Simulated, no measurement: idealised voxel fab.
Process module in this document: voxel capacitor over wiring
Shown is cross-section cut, with a width of 270 nm and square cells of size 5 nm.
Cross-section spec: square-cell grid; bands listed top down; each band is one or more rows.
Top, bottom (nm), then materials left to right with widths (nm); lone material tagged "full width" fills the whole band edge to edge; "blank" = empty space.
The reference from which all heights are counted is 0, the level beneath which the as-received wafer is entirely one material; the lowest band, having no lower bound, proceeds downward and is written after the example "0..down".
A width given as "30->40" starts at the first number in the band's top row and ends at the second number in its bottom row, shifting by an equal amount at every step from row to row.
"same as before" -> step changed no cross-section cell.
"Completely enclosed voids" specifies each empty space that is not open to the top and that occupies no fewer than 8 cells, using the form width x height at distance, the distance measured from the left edge and all three quantities in nm.
Text after the settings on a step's line: the simulator's own remark on that step.
What "overlay nm" on a step's line means: if the step has a mask, that mask lay this far to the right of its planned place, or, when the value is negative, to the left.

**Planned process steps**
1. RECEIVE (material Si)
2. CONFORMAL_DEP (material SiO2; thk nm 15)
3. CONFORMAL_DEP (material SiCN; thk nm 5)
4. DIRECTIONAL_DEP (material lowk; thk nm 15)
5. PATTERN (tone open; mask id METAL_1; material resist; width nm 25; pitch nm 95; thk nm 15; overlay nm 0)
6. DIRECTIONAL_ETCH (etch materials lowk; depth nm 15)
7. DIRECTIONAL_ETCH (etch materials SiCN; depth nm 5)
8. STRIP (etch materials resist)
9. CONFORMAL_DEP (material TiN; thk nm 5)
10. FILL_DEP (material W; thk nm 10)
11. CMP (height nm 35)
12. EPI (material Ru; thk nm 5)
13. FILL_DEP (material SiCN; thk nm 5)
14. DIRECTIONAL_DEP (material SiO2; thk nm 15)
15. MASKED_ETCH (tone open; mask id PLUG_1; width nm 15; etch materials SiO2; depth nm 15; overlay nm 0)
16. MASKED_ETCH (tone open; mask id PLUG_1; width nm 15; etch materials SiCN; depth nm 5; overlay nm 0)
17. EPI (material Ru; thk nm 10)
18. EPI (material Ru; thk nm 10)
19. DIRECTIONAL_DEP (material TiN; thk nm 5)
20. DIRECTIONAL_DEP (material SiN; thk nm 5)
21. DIRECTIONAL_DEP (material TiN; thk nm 10)
22. MASKED_ETCH (tone cover; mask id UPPER_PLATE; width nm 75; etch materials TiN; depth nm 10; overlay nm 0)
23. MASKED_ETCH (tone cover; mask id UPPER_PLATE; width nm 75; etch materials SiN; depth nm 5; overlay nm 0)
24. DIRECTIONAL_DEP (material aC; thk nm 10)
25. PATTERN (tone cover; mask id LOWER_PLATE; material resist; width nm 85; thk nm 25; overlay nm 0)
26. DIRECTIONAL_ETCH (etch materials aC; depth nm 10)
27. STRIP (etch materials resist)
28. DIRECTIONAL_ETCH (etch materials TiN; depth nm 5)
29. STRIP (etch materials aC)
30. FILL_DEP (material SiO2; thk nm 20)
31. CMP (height nm 95)
32. PATTERN (tone open; mask id PLUG_2; material resist; width nm 15; thk nm 20; overlay nm 0)
33. DIRECTIONAL_ETCH (etch materials SiO2; depth nm 15)
34. STRIP (etch materials resist)
35. CONFORMAL_DEP (material TiN; thk nm 5)
36. FILL_DEP (material W; thk nm 10)
37. CMP (height nm 95)
38. CONFORMAL_DEP (material SiCN; thk nm 5)

**As-received wafer cross-section (after step 1)**
0..down | Si full width
Completely enclosed voids: none

**First of two wafers, end-of-module section, run followed plan**
100..95 | SiCN full width
95..85 | SiO2 95 nm / TiN 5 nm / W 5 nm / TiN 5 nm / SiO2 160 nm
85..80 | SiO2 95 nm / TiN 15 nm / SiO2 160 nm
80..70 | SiO2 85 nm / TiN 75 nm / SiO2 110 nm
70..65 | SiO2 85 nm / SiN 75 nm / SiO2 110 nm
65..60 | SiO2 80 nm / TiN 85 nm / SiO2 105 nm
60..45 | SiO2 85 nm / Ru 15 nm / SiO2 170 nm
45..40 | SiCN 85 nm / Ru 15 nm / SiCN 170 nm
40..35 | SiCN 70 nm / Ru 35 nm / SiCN 60 nm / Ru 35 nm / SiCN 70 nm
35..20 | lowk 75 nm / TiN 5 nm / W 15 nm / TiN 5 nm / lowk 70 nm / TiN 5 nm / W 15 nm / TiN 5 nm / lowk 75 nm
20..15 | SiCN 75 nm / TiN 25 nm / SiCN 70 nm / TiN 25 nm / SiCN 75 nm
15..0 | SiO2 full width
0..down | Si full width
Completely enclosed voids: none

**The second wafer, shown in cross-section after the module: started the same way as the first and given the same plan, yet one mistake crept into how it was run**
100..95 | SiCN full width
95..85 | SiO2 95 nm / TiN 5 nm / W 5 nm / TiN 5 nm / SiO2 160 nm
85..80 | SiO2 95 nm / TiN 15 nm / SiO2 160 nm
80..70 | SiO2 85 nm / TiN 75 nm / SiO2 110 nm
70..65 | SiO2 85 nm / SiN 75 nm / SiO2 110 nm
65..60 | SiO2 80 nm / TiN 85 nm / SiO2 105 nm
60..45 | SiO2 85 nm / Ru 15 nm / SiO2 170 nm
45..40 | SiCN 95 nm / Ru 5 nm / SiCN 170 nm
40..35 | SiCN 70 nm / Ru 35 nm / SiCN 60 nm / Ru 35 nm / SiCN 70 nm
35..20 | lowk 75 nm / TiN 5 nm / W 15 nm / TiN 5 nm / lowk 70 nm / TiN 5 nm / W 15 nm / TiN 5 nm / lowk 75 nm
20..15 | SiCN 75 nm / TiN 25 nm / SiCN 70 nm / TiN 25 nm / SiCN 75 nm
15..0 | SiO2 full width
0..down | Si full width
Completely enclosed voids: none
It is concluded that the wafer was processed incorrectly with respect to the plan, in that contrary to plan, step 16 was performed as MASKED_ETCH (tone open; mask id PLUG_1; width nm 15; etch materials SiCN; depth nm 5; overlay nm 10)
In the final state, the cell counts of the second wafer exceed or fall short of those of the first for the following materials: Ru: 2 fewer; SiCN: 2 more
